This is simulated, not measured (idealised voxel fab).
Process module, titled voxel double patterning
Section cut is 190 nm wide and gridded with 5 nm square cells.
When this document writes out a cross-section, it uses a grid of square cells and lists it as bands, beginning at the top and moving down, with a band standing for one or more rows of cells.
It is stipulated that each band's entry specify, in nanometres, the height of the top of the band and then that of its bottom, followed by the materials of the band in left-to-right sequence, each together with its width in nanometres. A single material marked by the word "everywhere" is understood to fill the band from edge to edge; the word "empty" is understood to denote empty space.
Beneath 0, the wafer as received is one material, and that level is where height counting begins. The lowest band goes on downward without a bottom; it is written like "from 0 down".
Width "30 to 40": first value at the band's top row of cells, second value at its bottom row, equal change from row to row.
The designation "no alteration", where it is given for a processing step, indicates that no cell of the cross-section was altered in the course of that step.
"Voids lacking openings" - sealed voids, min. 8 cells, no opening to top; format: width x height at distance (distance from left edge; nm throughout).
Read whatever lies past the settings on a step's line as the simulator's own remark about the step.
When a step includes a mask, the "overlay nm" setting on its line states how far to the right of its planned place that mask lay, and negative values state how far to the left.

## Set out below are the planned steps of the process
1,RECEIVE | material Si
2,CONFORMAL_DEP | material SiO2 | thk nm 5
3,DIRECTIONAL_DEP | material W | thk nm 15
4,DIRECTIONAL_DEP | material SiN | thk nm 10
5,MASKED_ETCH | tone open | mask id FIRST | width nm 15 | pitch nm 50 | etch materials SiN | depth nm 10 | overlay nm 0
6,PATTERN | tone open | mask id SECOND | material resist | width nm 15 | thk nm 20 | overlay nm 0
7,DIRECTIONAL_ETCH | etch materials SiN | depth nm 10
8,STRIP | etch materials resist
9,DIRECTIONAL_ETCH | etch materials W | depth nm 15
10,STRIP | etch materials SiN

## as received, after step 1
* from 0 down = Si everywhere
* Voids lacking openings: none

## Run as planned - first of the two wafers cross-sectioned at the end of the module
* from 20 to 5 = W 60 nm, then empty 15 nm, then W 10 nm, then empty 15 nm, then W 10 nm, then empty 15 nm, then W 65 nm
* from 5 to 0 = SiO2 everywhere
* from 0 down = Si everywhere
* Voids lacking openings: none

## Wafer two, end of module, cross-section. Same start, same plan as wafer one. One mistake in the run
* from 25 to 10 = W 60 nm, then empty 15 nm, then W 10 nm, then empty 15 nm, then W 10 nm, then empty 15 nm, then W 65 nm
* from 10 to 5 = W everywhere
* from 5 to 0 = SiO2 everywhere
* from 0 down = Si everywhere
* Voids lacking openings: none
The plan and the run diverged here: the process deviated at step 3: the operation and settings actually run there were DIRECTIONAL_DEP | material W | thk nm 20
Wafer comparison, final, in cells, second relative to first, materials more or fewer: W +38
